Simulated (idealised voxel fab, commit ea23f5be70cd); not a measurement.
This is a process module. Its name is voxel self aligned contacts.
Section shown: cut. Width: 285 nm. Cell size: 5 nm, square.
Cross-section format: a grid of square cells, given as bands from top to bottom; each band is one or more rows of cells. Per band: top height and bottom height in nm, followed by the left-to-right materials and their widths in nm; "all across" marks a single material spanning edge to edge, "blank" marks empty space. Basically, 0 is our baseline, since under it the wafer straight out of the box is all one material. The bottom band has no lower end and keeps on going down, so it looks like "top 0, no bottom". A two-number width, for instance "30->40", indicates that the width is equal to the first number in the top row of the band and to the second number in the bottom row, and that it changes by a constant amount per row of cells. Where a step carries "no modifications", the cross-section came out of it unchanged, cell for cell. In "Fully enclosed voids" the enclosed voids are listed, meaning empty spaces of 8 cells or larger without any opening to the top. The form is width x height at distance, distance from the left edge, units nm. Anything after a step's settings on that line? It's the simulator's own note about the step. "overlay nm" on a masked step: distance the mask lay right of its planned place, negative for left.
Process steps foreseen in the plan:
step 1: op RECEIVE | material Si
step 2: op OXIDIZE | depth nm 5
step 3: op DIRECTIONAL_DEP | material polySi | thk nm 30
step 4: op DIRECTIONAL_DEP | material SiN | thk nm 25
step 5: op PATTERN | tone cover | mask id GATE | material resist | width nm 35 | pitch nm 75 | thk nm 20 | overlay nm 0
step 6: op DIRECTIONAL_ETCH | etch materials SiN | depth nm 25
step 7: op DIRECTIONAL_ETCH | etch materials polySi | depth nm 30
step 8: op STRIP | etch materials resist
step 9: op CONFORMAL_DEP | material SiN | thk nm 10
step 10: op DIRECTIONAL_ETCH | etch materials SiN | depth nm 10
step 11: op FILL_DEP | material SiO2 | thk nm 20
step 12: op CMP | height nm 65
step 13: op PATTERN | tone open | mask id CONTACT | material resist | width nm 50 | pitch nm 75 | thk nm 15 | overlay nm 0
step 14: op DIRECTIONAL_ETCH | etch materials SiO2 | depth nm 70
step 15: op STRIP | etch materials resist
step 16: op CONFORMAL_DEP | material TiN | thk nm 5
step 17: op FILL_DEP | material W | thk nm 10
step 18: op CMP | height nm 65
step 19: op CONFORMAL_DEP | material SiN | thk nm 5
First of two wafers: run as planned:
Wafer cross-section on receipt, i.e. after step 1:
  top 0, no bottom: Si all across
  Fully enclosed voids: none
State of the wafer after step 2, shown in cross-section:
  top 0, bottom -5: SiO2 all across
  All layers under -5 are left as they were.
State of the wafer after step 3, shown in cross-section:
  top 30, bottom 0: polySi all across
  All layers under 0 are left as they were.
State of the wafer after step 4, shown in cross-section:
  top 55, bottom 30: SiN all across
  All layers under 30 are left as they were.
State of the wafer after step 5, shown in cross-section:
  top 75, bottom 55: blank 50, resist 35, blank 40, resist 35, blank 40, resist 35, blank 50
  All layers under 55 are left as they were.
State of the wafer after step 6, shown in cross-section:
  top 75, bottom 55: blank 50, resist 35, blank 40, resist 35, blank 40, resist 35, blank 50
  top 55, bottom 30: blank 50, SiN 35, blank 40, SiN 35, blank 40, SiN 35, blank 50
  All layers under 30 are left as they were.
State of the wafer after step 7, shown in cross-section:
  top 75, bottom 55: blank 50, resist 35, blank 40, resist 35, blank 40, resist 35, blank 50
  top 55, bottom 30: blank 50, SiN 35, blank 40, SiN 35, blank 40, SiN 35, blank 50
  top 30, bottom 0: blank 50, polySi 35, blank 40, polySi 35, blank 40, polySi 35, blank 50
  All layers under 0 are left as they were.
State of the wafer after step 8, shown in cross-section:
  top 55, bottom 30: blank 50, SiN 35, blank 40, SiN 35, blank 40, SiN 35, blank 50
  All layers under 30 are left as they were.
State of the wafer after step 9, shown in cross-section:
  top 65, bottom 30: blank 40, SiN 55, blank 20, SiN 55, blank 20, SiN 55, blank 40
  top 30, bottom 10: blank 40, SiN 10, polySi 35, SiN 10, blank 20, SiN 10, polySi 35, SiN 10, blank 20, SiN 10, polySi 35, SiN 10, blank 40
  top 10, bottom 0: SiN 50, polySi 35, SiN 40, polySi 35, SiN 40, polySi 35, SiN 50
  All layers under 0 are left as they were.
State of the wafer after step 10, shown in cross-section:
  top 55, bottom 30: blank 40, SiN 55, blank 20, SiN 55, blank 20, SiN 55, blank 40
  top 30, bottom 0: blank 40, SiN 10, polySi 35, SiN 10, blank 20, SiN 10, polySi 35, SiN 10, blank 20, SiN 10, polySi 35, SiN 10, blank 40
  All layers under 0 are left as they were.
State of the wafer after step 11, shown in cross-section:
  top 75, bottom 55: SiO2 all across
  top 55, bottom 30: SiO2 40, SiN 55, SiO2 20, SiN 55, SiO2 20, SiN 55, SiO2 40
  top 30, bottom 0: SiO2 40, SiN 10, polySi 35, SiN 10, SiO2 20, SiN 10, polySi 35, SiN 10, SiO2 20, SiN 10, polySi 35, SiN 10, SiO2 40
  All layers under 0 are left as they were.
State of the wafer after step 12, shown in cross-section:
  top 65, bottom 55: SiO2 all across
  All layers under 55 are left as they were.
State of the wafer after step 13, shown in cross-section:
  top 80, bottom 65: resist 80, blank 50, resist 25, blank 50, resist 80
  All layers under 65 are left as they were.
State of the wafer after step 14, shown in cross-section:
  top 80, bottom 65: resist 80, blank 50, resist 25, blank 50, resist 80
  top 65, bottom 55: SiO2 80, blank 50, SiO2 25, blank 50, SiO2 80
  top 55, bottom 30: SiO2 40, SiN 55, blank 20, SiN 55, blank 20, SiN 55, SiO2 40
  top 30, bottom 0: SiO2 40, SiN 10, polySi 35, SiN 10, blank 20, SiN 10, polySi 35, SiN 10, blank 20, SiN 10, polySi 35, SiN 10, SiO2 40
  top 0, bottom -5: SiO2 95, blank 20, SiO2 55, blank 20, SiO2 95
  All layers under -5 are left as they were.
State of the wafer after step 15, shown in cross-section:
  top 65, bottom 55: SiO2 80, blank 50, SiO2 25, blank 50, SiO2 80
  All layers under 55 are left as they were.
State of the wafer after step 16, shown in cross-section:
  top 70, bottom 65: TiN 85, blank 40, TiN 35, blank 40, TiN 85
  top 65, bottom 55: SiO2 80, TiN 5->20, blank 40->10, TiN 5->20, SiO2 25, TiN 5->20, blank 40->10, TiN 5->20, SiO2 80
  top 55, bottom 30: SiO2 40, SiN 55, TiN 5, blank 10, TiN 5, SiN 55, TiN 5, blank 10, TiN 5, SiN 55, SiO2 40
  top 30, bottom 0: SiO2 40, SiN 10, polySi 35, SiN 10, TiN 5, blank 10, TiN 5, SiN 10, polySi 35, SiN 10, TiN 5, blank 10, TiN 5, SiN 10, polySi 35, SiN 10, SiO2 40
  top 0, bottom -5: SiO2 95, TiN 20, SiO2 55, TiN 20, SiO2 95
  All layers under -5 are left as they were.
State of the wafer after step 17, shown in cross-section:
  top 80, bottom 70: W all across
  top 70, bottom 65: TiN 85, W 40, TiN 35, W 40, TiN 85
  top 65, bottom 55: SiO2 80, TiN 5->20, W 40->10, TiN 5->20, SiO2 25, TiN 5->20, W 40->10, TiN 5->20, SiO2 80
  top 55, bottom 30: SiO2 40, SiN 55, TiN 5, W 10, TiN 5, SiN 55, TiN 5, W 10, TiN 5, SiN 55, SiO2 40
  top 30, bottom 0: SiO2 40, SiN 10, polySi 35, SiN 10, TiN 5, W 10, TiN 5, SiN 10, polySi 35, SiN 10, TiN 5, W 10, TiN 5, SiN 10, polySi 35, SiN 10, SiO2 40
  All layers under 0 are left as they were.
State of the wafer after step 18, shown in cross-section:
  top 65, bottom 55: SiO2 80, TiN 5->20, W 40->10, TiN 5->20, SiO2 25, TiN 5->20, W 40->10, TiN 5->20, SiO2 80
  All layers under 55 are left as they were.
State of the wafer after step 19, shown in cross-section:
  top 70, bottom 65: SiN all across
  All layers under 65 are left as they were.
Notes, second wafer: start = first wafer's, plan = first wafer's, execution had one mistake; history identical to first through step 12:
Second wafer, section view, time point: scheduled end of step 13:
  top 80, bottom 65: resist 70, blank 50, resist 25, blank 50, resist 90
  All layers under 65 are left as they were.
Second wafer, section view, time point: scheduled end of step 14:
  top 80, bottom 65: resist 70, blank 50, resist 25, blank 50, resist 90
  top 65, bottom 55: SiO2 70, blank 50, SiO2 25, blank 50, SiO2 90
  top 55, bottom 30: SiO2 40, SiN 55, blank 20, SiN 55, blank 20, SiN 55, SiO2 40
  top 30, bottom 0: SiO2 40, SiN 10, polySi 35, SiN 10, blank 20, SiN 10, polySi 35, SiN 10, blank 20, SiN 10, polySi 35, SiN 10, SiO2 40
  top 0, bottom -5: SiO2 95, blank 20, SiO2 55, blank 20, SiO2 95
  All layers under -5 are left as they were.
Second wafer, section view, time point: scheduled end of step 15:
  top 65, bottom 55: SiO2 70, blank 50, SiO2 25, blank 50, SiO2 90
  All layers under 55 are left as they were.
Second wafer, section view, time point: scheduled end of step 16:
  top 70, bottom 65: TiN 75, blank 40, TiN 35, blank 40, TiN 95
  top 65, bottom 55: SiO2 70, TiN 5->30, blank 40->10, TiN 5->10, SiO2 25, TiN 5->30, blank 40->10, TiN 5->10, SiO2 90
  top 55, bottom 30: SiO2 40, SiN 55, TiN 5, blank 10, TiN 5, SiN 55, TiN 5, blank 10, TiN 5, SiN 55, SiO2 40
  top 30, bottom 0: SiO2 40, SiN 10, polySi 35, SiN 10, TiN 5, blank 10, TiN 5, SiN 10, polySi 35, SiN 10, TiN 5, blank 10, TiN 5, SiN 10, polySi 35, SiN 10, SiO2 40
  top 0, bottom -5: SiO2 95, TiN 20, SiO2 55, TiN 20, SiO2 95
  All layers under -5 are left as they were.
Second wafer, section view, time point: scheduled end of step 17:
  top 80, bottom 70: W all across
  top 70, bottom 65: TiN 75, W 40, TiN 35, W 40, TiN 95
  top 65, bottom 55: SiO2 70, TiN 5->30, W 40->10, TiN 5->10, SiO2 25, TiN 5->30, W 40->10, TiN 5->10, SiO2 90
  top 55, bottom 30: SiO2 40, SiN 55, TiN 5, W 10, TiN 5, SiN 55, TiN 5, W 10, TiN 5, SiN 55, SiO2 40
  top 30, bottom 0: SiO2 40, SiN 10, polySi 35, SiN 10, TiN 5, W 10, TiN 5, SiN 10, polySi 35, SiN 10, TiN 5, W 10, TiN 5, SiN 10, polySi 35, SiN 10, SiO2 40
  All layers under 0 are left as they were.
Second wafer, section view, time point: scheduled end of step 18:
  top 65, bottom 55: SiO2 70, TiN 5->30, W 40->10, TiN 5->10, SiO2 25, TiN 5->30, W 40->10, TiN 5->10, SiO2 90
  All layers under 55 are left as they were.
Second wafer, section view, time point: scheduled end of step 19:
  top 70, bottom 65: SiN all across
  All layers under 65 are left as they were.
Heads up, the wafer didn't run the way we planned it: off-plan run, step 13, actual operation and settings op PATTERN | tone open | mask id CONTACT | material resist | width nm 50 | pitch nm 75 | thk nm 15 | overlay nm -10
Both wafers, final: cells per material equal; arrangement not.
